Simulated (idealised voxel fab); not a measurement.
The name of this process module is voxel ribs on slabs.
cross-section cut | 295 nm wide | cells 5 nm
Just so we're on the same page, the cross-sections are grids of square cells, and they're listed out in bands top to bottom, each band one or more rows deep. Look at the band entry: it leads with the top's height and the bottom's height in nm. Then it lists the materials left to right, with a width in nm for each. The word "full width" on a single material says that material fills the band edge to edge. The word "empty" is empty space. Height datum 0, below which the as-received substrate wafer is one material. Lowest band open at the bottom, running downward: "0..down". Think of "30 to 40" as a width that walks from the first number to the second as you go down the band, top row to bottom row, taking equal-sized steps from row to row. Given "no modifications" for a step, no cell of the cross-section differs between before and after that step. Entry "Enclosed void entries" = empty spaces >= 8 cells with no open way to the top; each as width x height at distance, distance from left edge, all nm. Where a step's line continues beyond its settings, the continuation is a remark by the simulator itself on that step. overlay nm: on a step with a mask, how far right of its planned place the mask lay; negative means left.
Planned step list for the process
1: RECEIVE [material Si]
2: DIRECTIONAL_DEP [material SiO2] [thk nm 25]
3: DIRECTIONAL_DEP [material SiN] [thk nm 25]
4: PATTERN [tone cover] [mask id RIB] [material resist] [width nm 15] [thk nm 15] [overlay nm 0]
5: DIRECTIONAL_ETCH [etch materials SiN] [depth nm 5]
6: STRIP [etch materials resist]
7: MASKED_ETCH [tone cover] [mask id SLAB] [width nm 55] [etch materials SiN] [depth nm 20] [overlay nm 0]
8: FILL_DEP [material SiO2] [thk nm 30]
9: CMP [height nm 70]
10: DIRECTIONAL_DEP [material TiN] [thk nm 10]
11: MASKED_ETCH [tone cover] [mask id HEATER] [width nm 25] [etch materials TiN] [depth nm 10] [overlay nm 0]
12: CONFORMAL_DEP [material SiO2] [thk nm 5]
The first of the two wafers, which ran as planned
Cross-section of the wafer as it came to us, i.e., already through step 1
    0..down  Si full width
    Enclosed void entries: none
Step 2 done - wafer cross-section
    25..0  SiO2 full width
    No changes below 0.
Step 3 done - wafer cross-section
    50..25  SiN full width
    No changes below 25.
Step 4 done - wafer cross-section
    65..50  empty 140 nm; resist 15 nm; empty 140 nm
    No changes below 50.
Step 5 done - wafer cross-section
    65..50  empty 140 nm; resist 15 nm; empty 140 nm
    50..45  empty 140 nm; SiN 15 nm; empty 140 nm
    No changes below 45.
Step 6 done - wafer cross-section
    50..45  empty 140 nm; SiN 15 nm; empty 140 nm
    No changes below 45.
Step 7 done - wafer cross-section
    50..45  empty 140 nm; SiN 15 nm; empty 140 nm
    45..25  empty 120 nm; SiN 55 nm; empty 120 nm
    No changes below 25.
Step 8 done - wafer cross-section
    80..50  SiO2 full width
    50..45  SiO2 140 nm; SiN 15 nm; SiO2 140 nm
    45..25  SiO2 120 nm; SiN 55 nm; SiO2 120 nm
    No changes below 25.
Step 9 done - wafer cross-section
    70..50  SiO2 full width
    No changes below 50.
Step 10 done - wafer cross-section
    80..70  TiN full width
    No changes below 70.
Step 11 done - wafer cross-section
    80..70  empty 135 nm; TiN 25 nm; empty 135 nm
    No changes below 70.
Step 12 done - wafer cross-section
    85..80  empty 130 nm; SiO2 35 nm; empty 130 nm
    80..75  empty 130 nm; SiO2 5 nm; TiN 25 nm; SiO2 5 nm; empty 130 nm
    75..70  SiO2 135 nm; TiN 25 nm; SiO2 135 nm
    No changes below 70.
Notes, second wafer: start = first wafer's, plan = first wafer's, execution had one mistake; history identical to first through step 11
Cross-section of the second wafer corresponding to the planned conclusion of step 12: no modifications
Which mistake was made when the wafer was run? step 12 in the plan did not get run; it was skipped
Final cells, second wafer relative to first, materials higher or lower: SiO2 -63
